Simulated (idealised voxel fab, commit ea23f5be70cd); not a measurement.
process module | voxel wiring stack
cross-section cut | 225 nm wide | cells 5 nm
A cross-section is a grid of square cells, given in bands from the top down. A band is one or more rows of cells.
Each band's line starts with the height of the band's top and of its bottom, in nm. Then come its materials from left to right, each with its width in nm. One material with "throughout" fills the band from edge to edge. "air" is empty space.
Height 0 is the level under which the wafer as received is all one material. The lowest band goes on downwards, as in "0 down".
A width such as "30 to 40" changes by the same amount from each row of cells to the next, from the band's top row to its bottom row.
"no change" after a step means that no cell of the cross-section changed.
closed voids: empty space of 8 cells or more with no open way to the top, each as width x height at its distance from the left edge, in nm
after a step's settings: what the simulator itself notes on the step
overlay nm, on a step with a mask: how far to the right of its planned place the mask lay; to the left if negative
plan
1 op RECEIVE | material Si
2 op CONFORMAL_DEP | material SiO2 | thk nm 10
3 op CONFORMAL_DEP | material SiN | thk nm 5
4 op DIRECTIONAL_DEP | material lowk | thk nm 15
5 op MASKED_ETCH | tone open | mask id METAL_1 | width nm 20 | pitch nm 35 | etch materials lowk | depth nm 15 | overlay nm 0
6 op MASKED_ETCH | tone open | mask id METAL_1 | width nm 20 | pitch nm 35 | etch materials SiN | depth nm 5 | overlay nm 0
7 op CONFORMAL_DEP | material TiN | thk nm 5
8 op FILL_DEP | material Ru | thk nm 5
9 op CMP | height nm 30
10 op CONFORMAL_DEP | material SiCN | thk nm 5
11 op DIRECTIONAL_DEP | material SiO2 | thk nm 20
12 op MASKED_ETCH | tone open | mask id PLUG_1 | width nm 15 | pitch nm 35 | etch materials SiO2 | depth nm 20 | overlay nm 0
13 op MASKED_ETCH | tone open | mask id PLUG_1 | width nm 15 | pitch nm 35 | etch materials SiCN | depth nm 5 | overlay nm 0
14 op CONFORMAL_DEP | material TiN | thk nm 5
15 op FILL_DEP | material Ru | thk nm 10
16 op CMP | height nm 55
17 op CONFORMAL_DEP | material SiCN | thk nm 5
18 op DIRECTIONAL_DEP | material lowk | thk nm 20
19 op PATTERN | tone open | mask id METAL_2 | material resist | width nm 20 | pitch nm 35 | thk nm 20 | overlay nm 0
20 op DIRECTIONAL_ETCH | etch materials lowk | depth nm 20
21 op DIRECTIONAL_ETCH | etch materials SiCN | depth nm 5
22 op STRIP | etch materials resist
23 op CONFORMAL_DEP | material TiN | thk nm 5
24 op FILL_DEP | material W | thk nm 5
25 op CMP | height nm 80
26 op CONFORMAL_DEP | material SiCN | thk nm 5
27 op DIRECTIONAL_DEP | material SiO2 | thk nm 15
28 op PATTERN | tone open | mask id PLUG_2 | material resist | width nm 15 | pitch nm 35 | thk nm 20 | overlay nm 0
29 op DIRECTIONAL_ETCH | etch materials SiO2 | depth nm 15
30 op DIRECTIONAL_ETCH | etch materials SiCN | depth nm 5
31 op STRIP | etch materials resist
32 op EPI | material Ru | thk nm 10
33 op EPI | material Ru | thk nm 10
34 op DIRECTIONAL_DEP | material TiN | thk nm 5
35 op DIRECTIONAL_DEP | material Ru | thk nm 25
36 op MASKED_ETCH | tone cover | mask id METAL_3 | width nm 20 | pitch nm 35 | etch materials Ru | depth nm 25 | overlay nm 0
37 op MASKED_ETCH | tone cover | mask id METAL_3 | width nm 20 | pitch nm 35 | etch materials TiN | depth nm 5 | overlay nm 0
38 op CONFORMAL_DEP | material SiCN | thk nm 5
39 op FILL_DEP | material lowk | thk nm 5
40 op CMP | height nm 130
41 op CONFORMAL_DEP | material SiCN | thk nm 5
as received, after step 1
  0 down: Si throughout
  closed voids: none
first wafer at the end, as planned
  135 to 130: SiCN throughout
  130 to 105: lowk 60 | SiCN 5 | Ru 20 | SiCN 5 | lowk 5 | SiCN 5 | Ru 20 | SiCN 5 | lowk 5 | SiCN 5 | Ru 20 | SiCN 5 | lowk 65
  105 to 100: SiCN 65 | TiN 20 | SiCN 15 | TiN 20 | SiCN 15 | TiN 20 | SiCN 70
  100 to 85: SiO2 65 | Ru 15 | SiO2 20 | Ru 15 | SiO2 20 | Ru 15 | SiO2 75
  85 to 80: SiCN 65 | Ru 15 | SiCN 20 | Ru 15 | SiCN 20 | Ru 15 | SiCN 75
  80 to 60: lowk 65 | TiN 5 | W 10 | TiN 5 | lowk 15 | TiN 5 | W 10 | TiN 5 | lowk 15 | TiN 5 | W 10 | TiN 5 | lowk 70
  60 to 55: SiCN 65 | TiN 20 | SiCN 15 | TiN 20 | SiCN 15 | TiN 20 | SiCN 70
  55 to 35: SiO2 65 | TiN 5 | Ru 5 | TiN 5 | SiO2 20 | TiN 5 | Ru 5 | TiN 5 | SiO2 20 | TiN 5 | Ru 5 | TiN 5 | SiO2 75
  35 to 30: SiCN 65 | TiN 15 | SiCN 20 | TiN 15 | SiCN 20 | TiN 15 | SiCN 75
  30 to 15: lowk 65 | TiN 5 | Ru 10 | TiN 5 | lowk 15 | TiN 5 | Ru 10 | TiN 5 | lowk 15 | TiN 5 | Ru 10 | TiN 5 | lowk 70
  15 to 10: SiN 65 | TiN 20 | SiN 15 | TiN 20 | SiN 15 | TiN 20 | SiN 70
  10 to 0: SiO2 throughout
  0 down: Si throughout
  closed voids: none
second wafer at the end: like start, like plan, one mistake
  135 to 130: SiCN throughout
  130 to 105: lowk 60 | SiCN 5 | Ru 20 | SiCN 5 | lowk 5 | SiCN 5 | Ru 20 | SiCN 5 | lowk 5 | SiCN 5 | Ru 20 | SiCN 5 | lowk 65
  105 to 100: SiCN 65 | TiN 20 | SiCN 15 | TiN 20 | SiCN 15 | TiN 20 | SiCN 70
  100 to 85: SiO2 65 | Ru 15 | SiO2 20 | Ru 15 | SiO2 20 | Ru 15 | SiO2 75
  85 to 80: SiCN 65 | Ru 15 | SiCN 20 | Ru 15 | SiCN 20 | Ru 15 | SiCN 75
  80 to 60: lowk 65 | TiN 5 | W 10 | TiN 5 | lowk 15 | TiN 5 | W 10 | TiN 5 | lowk 15 | TiN 5 | W 10 | TiN 5 | lowk 70
  60 to 55: SiCN 65 | TiN 20 | SiCN 15 | TiN 20 | SiCN 15 | TiN 20 | SiCN 70
  55 to 35: SiO2 65 | TiN 5 | Ru 5 | TiN 5 | SiO2 20 | TiN 5 | Ru 5 | TiN 5 | SiO2 20 | TiN 5 | Ru 5 | TiN 5 | SiO2 75
  35 to 30: SiCN 65 | TiN 15 | SiCN 20 | TiN 15 | SiCN 20 | TiN 15 | SiCN 75
  30 to 15: lowk 70 | TiN 5 | Ru 5 | TiN 5 | lowk 20 | TiN 5 | Ru 5 | TiN 5 | lowk 20 | TiN 5 | Ru 5 | TiN 5 | lowk 70
  15 to 10: SiN 70 | TiN 15 | SiN 20 | TiN 15 | SiN 20 | TiN 15 | SiN 70
  10 to 0: SiO2 throughout
  0 down: Si throughout
  closed voids: none
what went wrong: step 5 ran as: op MASKED_ETCH | tone open | mask id METAL_1 | width nm 15 | pitch nm 35 | etch materials lowk | depth nm 15 | overlay nm 0
at the end the second wafer has, in cells: 9 fewer of Ru | 3 more of SiN | 3 fewer of TiN | 9 more of lowk
